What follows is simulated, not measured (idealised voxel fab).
A process module follows: voxel tone inversion.
It is cross-section cut that appears here, measuring 145 nm in width, its square cells being 5 nm in size.
How to read a cross-section here: the picture is a grid of square cells, written as bands going from the top down, and any band can span one or more rows of cells. Look at the band entry: it leads with the top's height and the bottom's height in nm. Then it lists the materials left to right, with a width in nm for each. The word "all across" on a single material says that material fills the band edge to edge. The word "empty" is empty space. Zero point of the height axis is 0; under it, received wafer = one material. Lowest band: continues down indefinitely, "0 down". When a width is written as two numbers, as in "30->40", the first number is the width in the top row of cells of the band and the second is the width in its bottom row, and the width changes by the same amount from each row to the next. Basically "same as before" means that step didn't change any cell in the cross-section. Empty spaces counting at least 8 cells and having no open way to the top are listed in "Closed void roster". The notation width x height at distance is used for each, the distance being from the left edge and all three values in nm. Where a step's line continues beyond its settings, the continuation is a remark by the simulator itself on that step. What "overlay nm" on a step's line means: if the step has a mask, that mask lay this far to the right of its planned place, or, when the value is negative, to the left.

### The process steps that were planned are listed below
1: RECEIVE | material Si
2: CONFORMAL_DEP | material SiCN | thk nm 10
3: DIRECTIONAL_DEP | material polySi | thk nm 15
4: PATTERN | tone cover | mask id POSTS | material resist | width nm 20 | pitch nm 40 | thk nm 25 | overlay nm 0
5: DIRECTIONAL_ETCH | etch materials polySi | depth nm 15
6: STRIP | etch materials resist
7: FILL_DEP | material lowk | thk nm 5
8: CMP | height nm 25
9: STRIP | etch materials polySi
10: CONFORMAL_DEP | material TiN | thk nm 5
11: FILL_DEP | material Cu | thk nm 10
12: CMP | height nm 25
13: CONFORMAL_DEP | material SiN | thk nm 5

### Account of the first of two wafers, which was processed as intended

### Shown in cross-section is the wafer as received, that is, as it stands after step 1
* 0 down | Si all across
* Closed void roster: none

### How the wafer stands in section after step 2
* 10 to 0 | SiCN all across
* Beneath the level 0, the cross-section is identical to its previous state.

### How the wafer stands in section after step 3
* 25 to 10 | polySi all across
* Beneath the level 10, the cross-section is identical to its previous state.

### How the wafer stands in section after step 4
* 50 to 25 | empty=20 / resist=20 / empty=20 / resist=20 / empty=20 / resist=20 / empty=25
* Beneath the level 25, the cross-section is identical to its previous state.

### How the wafer stands in section after step 5
* 50 to 25 | empty=20 / resist=20 / empty=20 / resist=20 / empty=20 / resist=20 / empty=25
* 25 to 10 | empty=20 / polySi=20 / empty=20 / polySi=20 / empty=20 / polySi=20 / empty=25
* Beneath the level 10, the cross-section is identical to its previous state.

### How the wafer stands in section after step 6
* 25 to 10 | empty=20 / polySi=20 / empty=20 / polySi=20 / empty=20 / polySi=20 / empty=25
* Beneath the level 10, the cross-section is identical to its previous state.

### How the wafer stands in section after step 7
* 30 to 25 | lowk all across
* 25 to 10 | lowk=20 / polySi=20 / lowk=20 / polySi=20 / lowk=20 / polySi=20 / lowk=25
* Beneath the level 10, the cross-section is identical to its previous state.

### How the wafer stands in section after step 8
* 25 to 10 | lowk=20 / polySi=20 / lowk=20 / polySi=20 / lowk=20 / polySi=20 / lowk=25
* Beneath the level 10, the cross-section is identical to its previous state.

### How the wafer stands in section after step 9
* 25 to 10 | lowk=20 / empty=20 / lowk=20 / empty=20 / lowk=20 / empty=20 / lowk=25
* Beneath the level 10, the cross-section is identical to its previous state.

### How the wafer stands in section after step 10
* 30 to 25 | TiN=25 / empty=10 / TiN=30 / empty=10 / TiN=30 / empty=10 / TiN=30
* 25 to 15 | lowk=20 / TiN=5 / empty=10 / TiN=5 / lowk=20 / TiN=5 / empty=10 / TiN=5 / lowk=20 / TiN=5 / empty=10 / TiN=5 / lowk=25
* 15 to 10 | lowk=20 / TiN=20 / lowk=20 / TiN=20 / lowk=20 / TiN=20 / lowk=25
* Beneath the level 10, the cross-section is identical to its previous state.

### How the wafer stands in section after step 11
* 40 to 30 | Cu all across
* 30 to 25 | TiN=25 / Cu=10 / TiN=30 / Cu=10 / TiN=30 / Cu=10 / TiN=30
* 25 to 15 | lowk=20 / TiN=5 / Cu=10 / TiN=5 / lowk=20 / TiN=5 / Cu=10 / TiN=5 / lowk=20 / TiN=5 / Cu=10 / TiN=5 / lowk=25
* Beneath the level 15, the cross-section is identical to its previous state.

### How the wafer stands in section after step 12
* 25 to 15 | lowk=20 / TiN=5 / Cu=10 / TiN=5 / lowk=20 / TiN=5 / Cu=10 / TiN=5 / lowk=20 / TiN=5 / Cu=10 / TiN=5 / lowk=25
* Beneath the level 15, the cross-section is identical to its previous state.

### How the wafer stands in section after step 13
* 30 to 25 | SiN all across
* Beneath the level 25, the cross-section is identical to its previous state.

### Second wafer - shared start and plan with the first - one error in running - same as the first up to step 1 inclusive

### Cross-section of the second wafer at the time step 2 of the plan should have ended
* 15 to 0 | SiCN all across
* Beneath the level 0, the cross-section is identical to its previous state.

### Cross-section of the second wafer at the time step 3 of the plan should have ended
* 30 to 15 | polySi all across
* Beneath the level 15, the cross-section is identical to its previous state.

### Cross-section of the second wafer at the time step 4 of the plan should have ended
* 55 to 30 | empty=20 / resist=20 / empty=20 / resist=20 / empty=20 / resist=20 / empty=25
* Beneath the level 30, the cross-section is identical to its previous state.

### Cross-section of the second wafer at the time step 5 of the plan should have ended
* 55 to 30 | empty=20 / resist=20 / empty=20 / resist=20 / empty=20 / resist=20 / empty=25
* 30 to 15 | empty=20 / polySi=20 / empty=20 / polySi=20 / empty=20 / polySi=20 / empty=25
* Beneath the level 15, the cross-section is identical to its previous state.

### Cross-section of the second wafer at the time step 6 of the plan should have ended
* 30 to 15 | empty=20 / polySi=20 / empty=20 / polySi=20 / empty=20 / polySi=20 / empty=25
* Beneath the level 15, the cross-section is identical to its previous state.

### Cross-section of the second wafer at the time step 7 of the plan should have ended
* 35 to 30 | lowk all across
* 30 to 15 | lowk=20 / polySi=20 / lowk=20 / polySi=20 / lowk=20 / polySi=20 / lowk=25
* Beneath the level 15, the cross-section is identical to its previous state.

### Cross-section of the second wafer at the time step 8 of the plan should have ended
* 25 to 15 | lowk=20 / polySi=20 / lowk=20 / polySi=20 / lowk=20 / polySi=20 / lowk=25
* Beneath the level 15, the cross-section is identical to its previous state.

### Cross-section of the second wafer at the time step 9 of the plan should have ended
* 25 to 15 | lowk=20 / empty=20 / lowk=20 / empty=20 / lowk=20 / empty=20 / lowk=25
* Beneath the level 15, the cross-section is identical to its previous state.

### Cross-section of the second wafer at the time step 10 of the plan should have ended
* 30 to 25 | TiN=25 / empty=10 / TiN=30 / empty=10 / TiN=30 / empty=10 / TiN=30
* 25 to 20 | lowk=20 / TiN=5 / empty=10 / TiN=5 / lowk=20 / TiN=5 / empty=10 / TiN=5 / lowk=20 / TiN=5 / empty=10 / TiN=5 / lowk=25
* 20 to 15 | lowk=20 / TiN=20 / lowk=20 / TiN=20 / lowk=20 / TiN=20 / lowk=25
* Beneath the level 15, the cross-section is identical to its previous state.

### Cross-section of the second wafer at the time step 11 of the plan should have ended
* 40 to 30 | Cu all across
* 30 to 25 | TiN=25 / Cu=10 / TiN=30 / Cu=10 / TiN=30 / Cu=10 / TiN=30
* 25 to 20 | lowk=20 / TiN=5 / Cu=10 / TiN=5 / lowk=20 / TiN=5 / Cu=10 / TiN=5 / lowk=20 / TiN=5 / Cu=10 / TiN=5 / lowk=25
* Beneath the level 20, the cross-section is identical to its previous state.

### Cross-section of the second wafer at the time step 12 of the plan should have ended
* 25 to 20 | lowk=20 / TiN=5 / Cu=10 / TiN=5 / lowk=20 / TiN=5 / Cu=10 / TiN=5 / lowk=20 / TiN=5 / Cu=10 / TiN=5 / lowk=25
* Beneath the level 20, the cross-section is identical to its previous state.

### Cross-section of the second wafer at the time step 13 of the plan should have ended
* 30 to 25 | SiN all across
* Beneath the level 25, the cross-section is identical to its previous state.
Want to know what went wrong? step 2 off recipe, ran as CONFORMAL_DEP | material SiCN | thk nm 15
Cell-count delta at end, second wafer over first, by material: -6 Cu; +29 SiCN; -6 TiN; -17 lowk
